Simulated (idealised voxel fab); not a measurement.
process module | voxel double patterning
cross-section cut | 235 nm wide | cells 5 nm
A cross-section is a grid of square cells, given in bands from the top down. A band is one or more rows of cells.
Each band's line starts with the height of the band's top and of its bottom, in nm. Then come its materials from left to right, each with its width in nm. One material with "throughout" fills the band from edge to edge. "air" is empty space.
Height 0 is the level under which the wafer as received is all one material. The lowest band goes on downwards, as in "0 down".
A width such as "30 to 40" changes by the same amount from each row of cells to the next, from the band's top row to its bottom row.
"no change" after a step means that no cell of the cross-section changed.
closed voids: empty space of 8 cells or more with no open way to the top, each as width x height at its distance from the left edge, in nm
after a step's settings: what the simulator itself notes on the step
overlay nm, on a step with a mask: how far to the right of its planned place the mask lay; to the left if negative
Each pair below shows a cross-section before one step and the cross-section after it, down to the lowest band that changed. The line under each pair gives the step between them, with its settings. The pairs can come from different runs of this module on the same starting wafer, so a pair continues from the pair above only where its "before" says so.
before
  0 down: Si throughout
  closed voids: none
after
  10 to 0: SiO2 throughout
  below 0: unchanged
  closed voids: none
the step between: op CONFORMAL_DEP | material SiO2 | thk nm 10
before: the cross-section after the pair above
after
  25 to 10: W throughout
  below 10: unchanged
  closed voids: none
the step between: op DIRECTIONAL_DEP | material W | thk nm 15
before: the cross-section after the pair above
after
  35 to 25: SiN throughout
  below 25: unchanged
  closed voids: none
the step between: op DIRECTIONAL_DEP | material SiN | thk nm 10
before: the cross-section after the pair above
after
  35 to 25: SiN 60 | air 15 | SiN 35 | air 15 | SiN 35 | air 15 | SiN 60
  below 25: unchanged
  closed voids: none
the step between: op MASKED_ETCH | tone open | mask id FIRST | width nm 15 | pitch nm 50 | etch materials SiN | depth nm 10 | overlay nm 0
before: the cross-section after the pair above
after
  50 to 40: aC 60 | air 15 | aC 35 | air 15 | aC 35 | air 15 | aC 60
  40 to 35: aC throughout
  35 to 25: SiN 60 | aC 15 | SiN 35 | aC 15 | SiN 35 | aC 15 | SiN 60
  below 25: unchanged
  closed voids: none
the step between: op DIRECTIONAL_DEP | material aC | thk nm 15
before: the cross-section after the pair above
after
  85 to 50: resist 85 | air 15 | resist 35 | air 15 | resist 85
  50 to 40: aC 60 | resist 15 | aC 35 | resist 15 | aC 35 | resist 15 | aC 60
  below 40: unchanged
  closed voids: none
the step between: op PATTERN | tone open | mask id SECOND | material resist | width nm 15 | pitch nm 50 | thk nm 35 | overlay nm 0
before: the cross-section after the pair above
after
  70 to 50: resist 85 | air 15 | resist 35 | air 15 | resist 85
  50 to 40: aC 60 | resist 15 | aC 10 | air 15 | aC 10 | resist 15 | aC 10 | air 15 | aC 10 | resist 15 | aC 60
  40 to 35: aC 85 | air 15 | aC 35 | air 15 | aC 85
  below 35: unchanged
  closed voids: none
the step between: op DIRECTIONAL_ETCH | etch materials aC | depth nm 15
before: the cross-section after the pair above
after
  50 to 40: aC 60 | air 15 | aC 10 | air 15 | aC 10 | air 15 | aC 10 | air 15 | aC 10 | air 15 | aC 60
  below 40: unchanged
  closed voids: none
the step between: op STRIP | etch materials resist
before: the cross-section after the pair above
after
  50 to 40: aC 60 | air 15 | aC 10 | air 15 | aC 10 | air 15 | aC 10 | air 15 | aC 10 | air 15 | aC 60
  40 to 35: aC 85 | air 15 | aC 35 | air 15 | aC 85
  35 to 25: SiN 60 | aC 15 | SiN 10 | air 15 | SiN 10 | aC 15 | SiN 10 | air 15 | SiN 10 | aC 15 | SiN 60
  below 25: unchanged
  closed voids: none
the step between: op DIRECTIONAL_ETCH | etch materials SiN | depth nm 10
before: the cross-section after the pair above
after
  35 to 25: SiN 60 | air 15 | SiN 10 | air 15 | SiN 10 | air 15 | SiN 10 | air 15 | SiN 10 | air 15 | SiN 60
  below 25: unchanged
  closed voids: none
the step between: op STRIP | etch materials aC
before: the cross-section after the pair above
after
  35 to 25: SiN 60 | air 15 | SiN 10 | air 15 | SiN 10 | air 15 | SiN 10 | air 15 | SiN 10 | air 15 | SiN 60
  25 to 10: W 60 | air 15 | W 10 | air 15 | W 10 | air 15 | W 10 | air 15 | W 10 | air 15 | W 60
  below 10: unchanged
  closed voids: none
the step between: op DIRECTIONAL_ETCH | etch materials W | depth nm 15
before: the cross-section after the pair above
after
  25 to 10: W 60 | air 15 | W 10 | air 15 | W 10 | air 15 | W 10 | air 15 | W 10 | air 15 | W 60
  below 10: unchanged
  closed voids: none
the step between: op STRIP | etch materials SiN
before
  0 down: Si throughout
  closed voids: none
after
  15 to 0: W throughout
  below 0: unchanged
  closed voids: none
the step between: op DIRECTIONAL_DEP | material W | thk nm 15
before: the cross-section after the pair above
after
  25 to 15: SiN throughout
  below 15: unchanged
  closed voids: none
the step between: op DIRECTIONAL_DEP | material SiN | thk nm 10
before: the cross-section after the pair above
after
  25 to 15: SiN 60 | air 15 | SiN 35 | air 15 | SiN 35 | air 15 | SiN 60
  below 15: unchanged
  closed voids: none
the step between: op MASKED_ETCH | tone open | mask id FIRST | width nm 15 | pitch nm 50 | etch materials SiN | depth nm 10 | overlay nm 0
before: the cross-section after the pair above
after
  40 to 30: aC 60 | air 15 | aC 35 | air 15 | aC 35 | air 15 | aC 60
  30 to 25: aC throughout
  25 to 15: SiN 60 | aC 15 | SiN 35 | aC 15 | SiN 35 | aC 15 | SiN 60
  below 15: unchanged
  closed voids: none
the step between: op DIRECTIONAL_DEP | material aC | thk nm 15
before: the cross-section after the pair above
after
  75 to 40: resist 85 | air 15 | resist 35 | air 15 | resist 85
  40 to 30: aC 60 | resist 15 | aC 35 | resist 15 | aC 35 | resist 15 | aC 60
  below 30: unchanged
  closed voids: none
the step between: op PATTERN | tone open | mask id SECOND | material resist | width nm 15 | pitch nm 50 | thk nm 35 | overlay nm 0
before: the cross-section after the pair above
after
  60 to 40: resist 85 | air 15 | resist 35 | air 15 | resist 85
  40 to 30: aC 60 | resist 15 | aC 10 | air 15 | aC 10 | resist 15 | aC 10 | air 15 | aC 10 | resist 15 | aC 60
  30 to 25: aC 85 | air 15 | aC 35 | air 15 | aC 85
  below 25: unchanged
  closed voids: none
the step between: op DIRECTIONAL_ETCH | etch materials aC | depth nm 15
before: the cross-section after the pair above
after
  40 to 30: aC 60 | air 15 | aC 10 | air 15 | aC 10 | air 15 | aC 10 | air 15 | aC 10 | air 15 | aC 60
  below 30: unchanged
  closed voids: none
the step between: op STRIP | etch materials resist
before: the cross-section after the pair above
after
  40 to 30: aC 60 | air 15 | aC 10 | air 15 | aC 10 | air 15 | aC 10 | air 15 | aC 10 | air 15 | aC 60
  30 to 25: aC 85 | air 15 | aC 35 | air 15 | aC 85
  25 to 15: SiN 60 | aC 15 | SiN 10 | air 15 | SiN 10 | aC 15 | SiN 10 | air 15 | SiN 10 | aC 15 | SiN 60
  below 15: unchanged
  closed voids: none
the step between: op DIRECTIONAL_ETCH | etch materials SiN | depth nm 10
before: the cross-section after the pair above
after
  25 to 15: SiN 60 | air 15 | SiN 10 | air 15 | SiN 10 | air 15 | SiN 10 | air 15 | SiN 10 | air 15 | SiN 60
  below 15: unchanged
  closed voids: none
the step between: op STRIP | etch materials aC
before: the cross-section after the pair above
after
  25 to 15: SiN 60 | air 15 | SiN 10 | air 15 | SiN 10 | air 15 | SiN 10 | air 15 | SiN 10 | air 15 | SiN 60
  15 to 0: W 60 | air 15 | W 10 | air 15 | W 10 | air 15 | W 10 | air 15 | W 10 | air 15 | W 60
  below 0: unchanged
  closed voids: none
the step between: op DIRECTIONAL_ETCH | etch materials W | depth nm 15
before: the cross-section after the pair above
after
  15 to 0: W 60 | air 15 | W 10 | air 15 | W 10 | air 15 | W 10 | air 15 | W 10 | air 15 | W 60
  below 0: unchanged
  closed voids: none
the step between: op STRIP | etch materials SiN
before
  25 to 10: W throughout
  10 to 0: SiO2 throughout
  0 down: Si throughout
  closed voids: none
after
  40 to 10: W throughout
  below 10: unchanged
  closed voids: none
the step between: op DIRECTIONAL_DEP | material W | thk nm 15
before: the cross-section after the pair above
after
  50 to 40: SiN throughout
  below 40: unchanged
  closed voids: none
the step between: op DIRECTIONAL_DEP | material SiN | thk nm 10
before: the cross-section after the pair above
after
  50 to 40: SiN 60 | air 15 | SiN 35 | air 15 | SiN 35 | air 15 | SiN 60
  below 40: unchanged
  closed voids: none
the step between: op MASKED_ETCH | tone open | mask id FIRST | width nm 15 | pitch nm 50 | etch materials SiN | depth nm 10 | overlay nm 0
before: the cross-section after the pair above
after
  65 to 55: aC 60 | air 15 | aC 35 | air 15 | aC 35 | air 15 | aC 60
  55 to 50: aC throughout
  50 to 40: SiN 60 | aC 15 | SiN 35 | aC 15 | SiN 35 | aC 15 | SiN 60
  below 40: unchanged
  closed voids: none
the step between: op DIRECTIONAL_DEP | material aC | thk nm 15
before: the cross-section after the pair above
after
  100 to 65: resist 85 | air 15 | resist 35 | air 15 | resist 85
  65 to 55: aC 60 | resist 15 | aC 35 | resist 15 | aC 35 | resist 15 | aC 60
  below 55: unchanged
  closed voids: none
the step between: op PATTERN | tone open | mask id SECOND | material resist | width nm 15 | pitch nm 50 | thk nm 35 | overlay nm 0
before: the cross-section after the pair above
after
  85 to 65: resist 85 | air 15 | resist 35 | air 15 | resist 85
  65 to 55: aC 60 | resist 15 | aC 10 | air 15 | aC 10 | resist 15 | aC 10 | air 15 | aC 10 | resist 15 | aC 60
  55 to 50: aC 85 | air 15 | aC 35 | air 15 | aC 85
  below 50: unchanged
  closed voids: none
the step between: op DIRECTIONAL_ETCH | etch materials aC | depth nm 15
before: the cross-section after the pair above
after
  65 to 55: aC 60 | air 15 | aC 10 | air 15 | aC 10 | air 15 | aC 10 | air 15 | aC 10 | air 15 | aC 60
  below 55: unchanged
  closed voids: none
the step between: op STRIP | etch materials resist
before: the cross-section after the pair above
after
  65 to 55: aC 60 | air 15 | aC 10 | air 15 | aC 10 | air 15 | aC 10 | air 15 | aC 10 | air 15 | aC 60
  55 to 50: aC 85 | air 15 | aC 35 | air 15 | aC 85
  50 to 40: SiN 60 | aC 15 | SiN 10 | air 15 | SiN 10 | aC 15 | SiN 10 | air 15 | SiN 10 | aC 15 | SiN 60
  below 40: unchanged
  closed voids: none
the step between: op DIRECTIONAL_ETCH | etch materials SiN | depth nm 10
before: the cross-section after the pair above
after
  50 to 40: SiN 60 | air 15 | SiN 10 | air 15 | SiN 10 | air 15 | SiN 10 | air 15 | SiN 10 | air 15 | SiN 60
  below 40: unchanged
  closed voids: none
the step between: op STRIP | etch materials aC
before: the cross-section after the pair above
after
  50 to 40: SiN 60 | air 15 | SiN 10 | air 15 | SiN 10 | air 15 | SiN 10 | air 15 | SiN 10 | air 15 | SiN 60
  40 to 25: W 60 | air 15 | W 10 | air 15 | W 10 | air 15 | W 10 | air 15 | W 10 | air 15 | W 60
  below 25: unchanged
  closed voids: none
the step between: op DIRECTIONAL_ETCH | etch materials W | depth nm 15
before: the cross-section after the pair above
after
  40 to 25: W 60 | air 15 | W 10 | air 15 | W 10 | air 15 | W 10 | air 15 | W 10 | air 15 | W 60
  below 25: unchanged
  closed voids: none
the step between: op STRIP | etch materials SiN
before
  15 to 0: W throughout
  0 down: Si throughout
  closed voids: none
after
  25 to 15: SiO2 throughout
  below 15: unchanged
  closed voids: none
the step between: op CONFORMAL_DEP | material SiO2 | thk nm 10
before: the cross-section after the pair above
after
  35 to 25: SiN throughout
  below 25: unchanged
  closed voids: none
the step between: op DIRECTIONAL_DEP | material SiN | thk nm 10
before: the cross-section after the pair above
after
  35 to 25: SiN 60 | air 15 | SiN 35 | air 15 | SiN 35 | air 15 | SiN 60
  below 25: unchanged
  closed voids: none
the step between: op MASKED_ETCH | tone open | mask id FIRST | width nm 15 | pitch nm 50 | etch materials SiN | depth nm 10 | overlay nm 0
before: the cross-section after the pair above
after
  50 to 40: aC 60 | air 15 | aC 35 | air 15 | aC 35 | air 15 | aC 60
  40 to 35: aC throughout
  35 to 25: SiN 60 | aC 15 | SiN 35 | aC 15 | SiN 35 | aC 15 | SiN 60
  below 25: unchanged
  closed voids: none
the step between: op DIRECTIONAL_DEP | material aC | thk nm 15
before: the cross-section after the pair above
after
  85 to 50: resist 85 | air 15 | resist 35 | air 15 | resist 85
  50 to 40: aC 60 | resist 15 | aC 35 | resist 15 | aC 35 | resist 15 | aC 60
  below 40: unchanged
  closed voids: none
the step between: op PATTERN | tone open | mask id SECOND | material resist | width nm 15 | pitch nm 50 | thk nm 35 | overlay nm 0
before: the cross-section after the pair above
after
  70 to 50: resist 85 | air 15 | resist 35 | air 15 | resist 85
  50 to 40: aC 60 | resist 15 | aC 10 | air 15 | aC 10 | resist 15 | aC 10 | air 15 | aC 10 | resist 15 | aC 60
  40 to 35: aC 85 | air 15 | aC 35 | air 15 | aC 85
  below 35: unchanged
  closed voids: none
the step between: op DIRECTIONAL_ETCH | etch materials aC | depth nm 15
before: the cross-section after the pair above
after
  50 to 40: aC 60 | air 15 | aC 10 | air 15 | aC 10 | air 15 | aC 10 | air 15 | aC 10 | air 15 | aC 60
  below 40: unchanged
  closed voids: none
the step between: op STRIP | etch materials resist
before: the cross-section after the pair above
after
  50 to 40: aC 60 | air 15 | aC 10 | air 15 | aC 10 | air 15 | aC 10 | air 15 | aC 10 | air 15 | aC 60
  40 to 35: aC 85 | air 15 | aC 35 | air 15 | aC 85
  35 to 25: SiN 60 | aC 15 | SiN 10 | air 15 | SiN 10 | aC 15 | SiN 10 | air 15 | SiN 10 | aC 15 | SiN 60
  below 25: unchanged
  closed voids: none
the step between: op DIRECTIONAL_ETCH | etch materials SiN | depth nm 10
before: the cross-section after the pair above
after
  35 to 25: SiN 60 | air 15 | SiN 10 | air 15 | SiN 10 | air 15 | SiN 10 | air 15 | SiN 10 | air 15 | SiN 60
  below 25: unchanged
  closed voids: none
the step between: op STRIP | etch materials aC
before: the cross-section after the pair above
after
  25 to 15: SiO2 throughout
  below 15: unchanged
  closed voids: none
the step between: op STRIP | etch materials SiN
before
  10 to 0: SiO2 throughout
  0 down: Si throughout
  closed voids: none
after
  30 to 10: W throughout
  below 10: unchanged
  closed voids: none
the step between: op DIRECTIONAL_DEP | material W | thk nm 20
before: the cross-section after the pair above
after
  40 to 30: SiN throughout
  below 30: unchanged
  closed voids: none
the step between: op DIRECTIONAL_DEP | material SiN | thk nm 10
before: the cross-section after the pair above
after
  40 to 30: SiN 60 | air 15 | SiN 35 | air 15 | SiN 35 | air 15 | SiN 60
  below 30: unchanged
  closed voids: none
the step between: op MASKED_ETCH | tone open | mask id FIRST | width nm 15 | pitch nm 50 | etch materials SiN | depth nm 10 | overlay nm 0
before: the cross-section after the pair above
after
  55 to 45: aC 60 | air 15 | aC 35 | air 15 | aC 35 | air 15 | aC 60
  45 to 40: aC throughout
  40 to 30: SiN 60 | aC 15 | SiN 35 | aC 15 | SiN 35 | aC 15 | SiN 60
  below 30: unchanged
  closed voids: none
the step between: op DIRECTIONAL_DEP | material aC | thk nm 15
before: the cross-section after the pair above
after
  90 to 55: resist 85 | air 15 | resist 35 | air 15 | resist 85
  55 to 45: aC 60 | resist 15 | aC 35 | resist 15 | aC 35 | resist 15 | aC 60
  below 45: unchanged
  closed voids: none
the step between: op PATTERN | tone open | mask id SECOND | material resist | width nm 15 | pitch nm 50 | thk nm 35 | overlay nm 0
before: the cross-section after the pair above
after
  75 to 55: resist 85 | air 15 | resist 35 | air 15 | resist 85
  55 to 45: aC 60 | resist 15 | aC 10 | air 15 | aC 10 | resist 15 | aC 10 | air 15 | aC 10 | resist 15 | aC 60
  45 to 40: aC 85 | air 15 | aC 35 | air 15 | aC 85
  below 40: unchanged
  closed voids: none
the step between: op DIRECTIONAL_ETCH | etch materials aC | depth nm 15
before: the cross-section after the pair above
after
  55 to 45: aC 60 | air 15 | aC 10 | air 15 | aC 10 | air 15 | aC 10 | air 15 | aC 10 | air 15 | aC 60
  below 45: unchanged
  closed voids: none
the step between: op STRIP | etch materials resist
before: the cross-section after the pair above
after
  55 to 45: aC 60 | air 15 | aC 10 | air 15 | aC 10 | air 15 | aC 10 | air 15 | aC 10 | air 15 | aC 60
  45 to 40: aC 85 | air 15 | aC 35 | air 15 | aC 85
  40 to 30: SiN 60 | aC 15 | SiN 10 | air 15 | SiN 10 | aC 15 | SiN 10 | air 15 | SiN 10 | aC 15 | SiN 60
  below 30: unchanged
  closed voids: none
the step between: op DIRECTIONAL_ETCH | etch materials SiN | depth nm 10
before: the cross-section after the pair above
after
  40 to 30: SiN 60 | air 15 | SiN 10 | air 15 | SiN 10 | air 15 | SiN 10 | air 15 | SiN 10 | air 15 | SiN 60
  below 30: unchanged
  closed voids: none
the step between: op STRIP | etch materials aC
before: the cross-section after the pair above
after
  40 to 30: SiN 60 | air 15 | SiN 10 | air 15 | SiN 10 | air 15 | SiN 10 | air 15 | SiN 10 | air 15 | SiN 60
  30 to 15: W 60 | air 15 | W 10 | air 15 | W 10 | air 15 | W 10 | air 15 | W 10 | air 15 | W 60
  below 15: unchanged
  closed voids: none
the step between: op DIRECTIONAL_ETCH | etch materials W | depth nm 15
before: the cross-section after the pair above
after
  30 to 15: W 60 | air 15 | W 10 | air 15 | W 10 | air 15 | W 10 | air 15 | W 10 | air 15 | W 60
  below 15: unchanged
  closed voids: none
the step between: op STRIP | etch materials SiN
before
  50 to 40: aC 60 | air 15 | aC 35 | air 15 | aC 35 | air 15 | aC 60
  40 to 35: aC throughout
  35 to 25: SiN 60 | aC 15 | SiN 35 | aC 15 | SiN 35 | aC 15 | SiN 60
  25 to 10: W throughout
  10 to 0: SiO2 throughout
  0 down: Si throughout
  closed voids: none
after
  85 to 50: resist 85 | air 20 | resist 30 | air 20 | resist 80
  50 to 40: aC 60 | resist 15 | aC 35 | resist 15 | aC 35 | resist 15 | aC 60
  below 40: unchanged
  closed voids: none
the step between: op PATTERN | tone open | mask id SECOND | material resist | width nm 20 | pitch nm 50 | thk nm 35 | overlay nm 0
before: the cross-section after the pair above
after
  70 to 50: resist 85 | air 20 | resist 30 | air 20 | resist 80
  50 to 40: aC 60 | resist 15 | aC 10 | air 20 | aC 5 | resist 15 | aC 10 | air 20 | aC 5 | resist 15 | aC 60
  40 to 35: aC 85 | air 20 | aC 30 | air 20 | aC 80
  below 35: unchanged
  closed voids: none
the step between: op DIRECTIONAL_ETCH | etch materials aC | depth nm 15
before: the cross-section after the pair above
after
  50 to 40: aC 60 | air 15 | aC 10 | air 20 | aC 5 | air 15 | aC 10 | air 20 | aC 5 | air 15 | aC 60
  below 40: unchanged
  closed voids: none
the step between: op STRIP | etch materials resist
before: the cross-section after the pair above
after
  50 to 40: aC 60 | air 15 | aC 10 | air 20 | aC 5 | air 15 | aC 10 | air 20 | aC 5 | air 15 | aC 60
  40 to 35: aC 85 | air 20 | aC 30 | air 20 | aC 80
  35 to 25: SiN 60 | aC 15 | SiN 10 | air 20 | SiN 5 | aC 15 | SiN 10 | air 20 | SiN 5 | aC 15 | SiN 60
  below 25: unchanged
  closed voids: none
the step between: op DIRECTIONAL_ETCH | etch materials SiN | depth nm 10
before: the cross-section after the pair above
after
  35 to 25: SiN 60 | air 15 | SiN 10 | air 20 | SiN 5 | air 15 | SiN 10 | air 20 | SiN 5 | air 15 | SiN 60
  below 25: unchanged
  closed voids: none
the step between: op STRIP | etch materials aC
before: the cross-section after the pair above
after
  35 to 25: SiN 60 | air 15 | SiN 10 | air 20 | SiN 5 | air 15 | SiN 10 | air 20 | SiN 5 | air 15 | SiN 60
  25 to 10: W 60 | air 15 | W 10 | air 20 | W 5 | air 15 | W 10 | air 20 | W 5 | air 15 | W 60
  below 10: unchanged
  closed voids: none
the step between: op DIRECTIONAL_ETCH | etch materials W | depth nm 15
before: the cross-section after the pair above
after
  25 to 10: W 60 | air 15 | W 10 | air 20 | W 5 | air 15 | W 10 | air 20 | W 5 | air 15 | W 60
  below 10: unchanged
  closed voids: none
the step between: op STRIP | etch materials SiN
before
  35 to 25: SiN throughout
  25 to 10: W throughout
  10 to 0: SiO2 throughout
  0 down: Si throughout
  closed voids: none
after
  35 to 25: SiN 65 | air 15 | SiN 35 | air 15 | SiN 35 | air 15 | SiN 55
  below 25: unchanged
  closed voids: none
the step between: op MASKED_ETCH | tone open | mask id FIRST | width nm 15 | pitch nm 50 | etch materials SiN | depth nm 10 | overlay nm 5
before: the cross-section after the pair above
after
  50 to 40: aC 65 | air 15 | aC 35 | air 15 | aC 35 | air 15 | aC 55
  40 to 35: aC throughout
  35 to 25: SiN 65 | aC 15 | SiN 35 | aC 15 | SiN 35 | aC 15 | SiN 55
  below 25: unchanged
  closed voids: none
the step between: op DIRECTIONAL_DEP | material aC | thk nm 15
before: the cross-section after the pair above
after
  85 to 50: resist 85 | air 15 | resist 35 | air 15 | resist 85
  50 to 40: aC 65 | resist 15 | aC 35 | resist 15 | aC 35 | resist 15 | aC 55
  below 40: unchanged
  closed voids: none
the step between: op PATTERN | tone open | mask id SECOND | material resist | width nm 15 | pitch nm 50 | thk nm 35 | overlay nm 0
before: the cross-section after the pair above
after
  70 to 50: resist 85 | air 15 | resist 35 | air 15 | resist 85
  50 to 40: aC 65 | resist 15 | aC 5 | air 15 | aC 15 | resist 15 | aC 5 | air 15 | aC 15 | resist 15 | aC 55
  40 to 35: aC 85 | air 15 | aC 35 | air 15 | aC 85
  below 35: unchanged
  closed voids: none
the step between: op DIRECTIONAL_ETCH | etch materials aC | depth nm 15
before: the cross-section after the pair above
after
  50 to 40: aC 65 | air 15 | aC 5 | air 15 | aC 15 | air 15 | aC 5 | air 15 | aC 15 | air 15 | aC 55
  below 40: unchanged
  closed voids: none
the step between: op STRIP | etch materials resist
before: the cross-section after the pair above
after
  50 to 40: aC 65 | air 15 | aC 5 | air 15 | aC 15 | air 15 | aC 5 | air 15 | aC 15 | air 15 | aC 55
  40 to 35: aC 85 | air 15 | aC 35 | air 15 | aC 85
  35 to 25: SiN 65 | aC 15 | SiN 5 | air 15 | SiN 15 | aC 15 | SiN 5 | air 15 | SiN 15 | aC 15 | SiN 55
  below 25: unchanged
  closed voids: none
the step between: op DIRECTIONAL_ETCH | etch materials SiN | depth nm 10
before: the cross-section after the pair above
after
  35 to 25: SiN 65 | air 15 | SiN 5 | air 15 | SiN 15 | air 15 | SiN 5 | air 15 | SiN 15 | air 15 | SiN 55
  below 25: unchanged
  closed voids: none
the step between: op STRIP | etch materials aC
before: the cross-section after the pair above
after
  35 to 25: SiN 65 | air 15 | SiN 5 | air 15 | SiN 15 | air 15 | SiN 5 | air 15 | SiN 15 | air 15 | SiN 55
  25 to 10: W 65 | air 15 | W 5 | air 15 | W 15 | air 15 | W 5 | air 15 | W 15 | air 15 | W 55
  below 10: unchanged
  closed voids: none
the step between: op DIRECTIONAL_ETCH | etch materials W | depth nm 15
before: the cross-section after the pair above
after
  25 to 10: W 65 | air 15 | W 5 | air 15 | W 15 | air 15 | W 5 | air 15 | W 15 | air 15 | W 55
  below 10: unchanged
  closed voids: none
the step between: op STRIP | etch materials SiN
before
  70 to 50: resist 85 | air 15 | resist 35 | air 15 | resist 85
  50 to 40: aC 60 | resist 15 | aC 10 | air 15 | aC 10 | resist 15 | aC 10 | air 15 | aC 10 | resist 15 | aC 60
  40 to 35: aC 85 | air 15 | aC 35 | air 15 | aC 85
  35 to 25: SiN 60 | aC 15 | SiN 35 | aC 15 | SiN 35 | aC 15 | SiN 60
  25 to 10: W throughout
  10 to 0: SiO2 throughout
  0 down: Si throughout
  closed voids: none
after
  70 to 50: resist 85 | air 15 | resist 35 | air 15 | resist 85
  50 to 40: aC 60 | resist 15 | aC 10 | air 15 | aC 10 | resist 15 | aC 10 | air 15 | aC 10 | resist 15 | aC 60
  40 to 35: aC 85 | air 15 | aC 35 | air 15 | aC 85
  35 to 25: SiN 60 | aC 15 | air 35 | aC 15 | air 35 | aC 15 | SiN 60
  below 25: unchanged
  closed voids: none
the step between: op STRIP | etch materials SiN
before: the cross-section after the pair above
after
  35 to 25: SiN 60 | air 115 | SiN 60
  below 25: unchanged
  closed voids: none
the step between: op STRIP | etch materials aC
before: the cross-section after the pair above
after
  35 to 25: SiN 60 | air 115 | SiN 60
  25 to 10: W 60 | air 115 | W 60
  below 10: unchanged
  closed voids: none
the step between: op DIRECTIONAL_ETCH | etch materials W | depth nm 15
before: the cross-section after the pair above
after
  25 to 10: W 60 | air 115 | W 60
  below 10: unchanged
  closed voids: none
the step between: op STRIP | etch materials SiN
before
  50 to 40: aC 60 | air 15 | aC 35 | air 15 | aC 35 | air 15 | aC 60
  40 to 35: aC throughout
  35 to 25: SiN 60 | aC 15 | SiN 35 | aC 15 | SiN 35 | aC 15 | SiN 60
  25 to 10: W throughout
  10 to 0: SiO2 throughout
  0 down: Si throughout
  closed voids: none
after
  85 to 50: air 85 | resist 15 | air 35 | resist 15 | air 85
  below 50: unchanged
  closed voids: none
the step between: op PATTERN | tone cover | mask id SECOND | material resist | width nm 15 | pitch nm 50 | thk nm 35 | overlay nm 0
before: the cross-section after the pair above
after
  70 to 50: air 85 | resist 15 | air 35 | resist 15 | air 85
  50 to 35: air 85 | aC 15 | air 35 | aC 15 | air 85
  35 to 25: SiN 60 | air 15 | SiN 35 | air 15 | SiN 35 | air 15 | SiN 60
  below 25: unchanged
  closed voids: none
the step between: op DIRECTIONAL_ETCH | etch materials aC | depth nm 15
before: the cross-section after the pair above
after
  50 to 35: air 85 | aC 15 | air 35 | aC 15 | air 85
  below 35: unchanged
  closed voids: none
the step between: op STRIP | etch materials resist
before: the cross-section after the pair above
after
  50 to 35: air 85 | aC 15 | air 35 | aC 15 | air 85
  35 to 25: air 85 | SiN 15 | air 35 | SiN 15 | air 85
  below 25: unchanged
  closed voids: none
the step between: op DIRECTIONAL_ETCH | etch materials SiN | depth nm 10
before: the cross-section after the pair above
after
  35 to 25: air 85 | SiN 15 | air 35 | SiN 15 | air 85
  below 25: unchanged
  closed voids: none
the step between: op STRIP | etch materials aC
before: the cross-section after the pair above
after
  35 to 25: air 85 | SiN 15 | air 35 | SiN 15 | air 85
  25 to 10: air 85 | W 15 | air 35 | W 15 | air 85
  below 10: unchanged
  closed voids: none
the step between: op DIRECTIONAL_ETCH | etch materials W | depth nm 15
before: the cross-section after the pair above
after
  25 to 10: air 85 | W 15 | air 35 | W 15 | air 85
  below 10: unchanged
  closed voids: none
the step between: op STRIP | etch materials SiN
